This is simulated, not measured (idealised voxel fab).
The name of this process module is voxel capacitor over wiring.
280 nm wide, 5 nm square cells: that's cross-section cut.
In what follows, cross-sections appear as grids of square cells, described through bands that run from the top down, where every band is one or more rows of cells.
Top, bottom (nm), then materials left to right with widths (nm); lone material tagged "edge to edge" fills the whole band edge to edge; "air" = empty space.
Convention: height 0 is the level below which the wafer, as received, is all one material. The lowest band does not terminate at the bottom but continues downward, represented as "0 down".
It should be noted that a width expressed as "30..40" varies in equal increments from row to row of cells within the band, taking the value of the first number at the top row and that of the second number at the bottom row.
Step note "left unchanged" = no cross-section cell changed.
In "Unvented internal voids" the enclosed voids are listed, meaning empty spaces of 8 cells or larger without any opening to the top. The form is width x height at distance, distance from the left edge, units nm.
Step line, after settings: the simulator's comment on this step.
Regarding "overlay nm": on a step with a mask, it is the distance the mask lay to the right of its planned place; a negative value places it to the left.

### Process steps - plan
1) RECEIVE [material Si]
2) CONFORMAL_DEP [material SiO2] [thk nm 15]
3) CONFORMAL_DEP [material SiCN] [thk nm 5]
4) DIRECTIONAL_DEP [material lowk] [thk nm 15]
5) MASKED_ETCH [tone open] [mask id METAL_1] [width nm 25] [pitch nm 90] [etch materials lowk] [depth nm 15] [overlay nm 0]
6) MASKED_ETCH [tone open] [mask id METAL_1] [width nm 25] [pitch nm 90] [etch materials SiCN] [depth nm 5] [overlay nm 0]
7) CONFORMAL_DEP [material TiN] [thk nm 5]
8) FILL_DEP [material Cu] [thk nm 5]
9) CMP [height nm 35]
10) CONFORMAL_DEP [material SiCN] [thk nm 5]
11) DIRECTIONAL_DEP [material SiO2] [thk nm 20]
12) MASKED_ETCH [tone open] [mask id PLUG_1] [width nm 15] [etch materials SiO2] [depth nm 20] [overlay nm 0]
13) MASKED_ETCH [tone open] [mask id PLUG_1] [width nm 15] [etch materials SiCN] [depth nm 5] [overlay nm 0]
14) EPI [material Ru] [thk nm 10]
15) EPI [material Ru] [thk nm 10]
16) EPI [material Ru] [thk nm 5]
17) DIRECTIONAL_DEP [material TiN] [thk nm 10]
18) DIRECTIONAL_DEP [material Al2O3] [thk nm 5]
19) DIRECTIONAL_DEP [material TiN] [thk nm 5]
20) PATTERN [tone cover] [mask id UPPER_PLATE] [material resist] [width nm 70] [thk nm 15] [overlay nm 0]
21) DIRECTIONAL_ETCH [etch materials TiN] [depth nm 5]
22) DIRECTIONAL_ETCH [etch materials Al2O3] [depth nm 5]
23) STRIP [etch materials resist]
24) MASKED_ETCH [tone cover] [mask id LOWER_PLATE] [width nm 80] [etch materials TiN] [depth nm 10] [overlay nm 0]
25) FILL_DEP [material SiO2] [thk nm 20]
26) CMP [height nm 95]
27) PATTERN [tone open] [mask id PLUG_2] [material resist] [width nm 15] [thk nm 20] [overlay nm 0]
28) DIRECTIONAL_ETCH [etch materials SiO2] [depth nm 15]
29) STRIP [etch materials resist]
30) CONFORMAL_DEP [material TiN] [thk nm 5]
31) FILL_DEP [material W] [thk nm 10]
32) CMP [height nm 95]
33) CONFORMAL_DEP [material SiCN] [thk nm 5]

### Cross-sectional view of the wafer in its as-received condition, corresponding to the state after step 1
    0 down | Si edge to edge
    Unvented internal voids: none

### This is how the wafer looks in cross-section once the module is done, given the starting state and plan above and one mistake in carrying the plan out
    115 to 110 | SiCN edge to edge
    110 to 100 | W edge to edge
    100 to 95 | TiN (105)  W (5)  TiN (170)
    95 to 85 | SiO2 (100)  TiN (5)  W (5)  TiN (5)  SiO2 (165)
    85 to 75 | SiO2 (100..90)  TiN (15..70)  SiO2 (165..120)
    75 to 70 | SiO2 (90)  Al2O3 (70)  SiO2 (120)
    70 to 60 | SiO2 (85)  TiN (80)  SiO2 (115)
    60 to 40 | SiO2 (90)  Ru (15)  SiO2 (175)
    40 to 35 | SiCN (90)  Ru (15)  SiCN (175)
    35 to 20 | lowk (80)  TiN (5)  Cu (15)  TiN (5)  lowk (65)  TiN (5)  Cu (15)  TiN (5)  lowk (85)
    20 to 15 | SiCN (80)  TiN (25)  SiCN (65)  TiN (25)  SiCN (85)
    15 to 0 | SiO2 edge to edge
    0 down | Si edge to edge
    Unvented internal voids: none
What broke from the plan during processing? heads up, step 32 of the plan was skipped and never actually ran
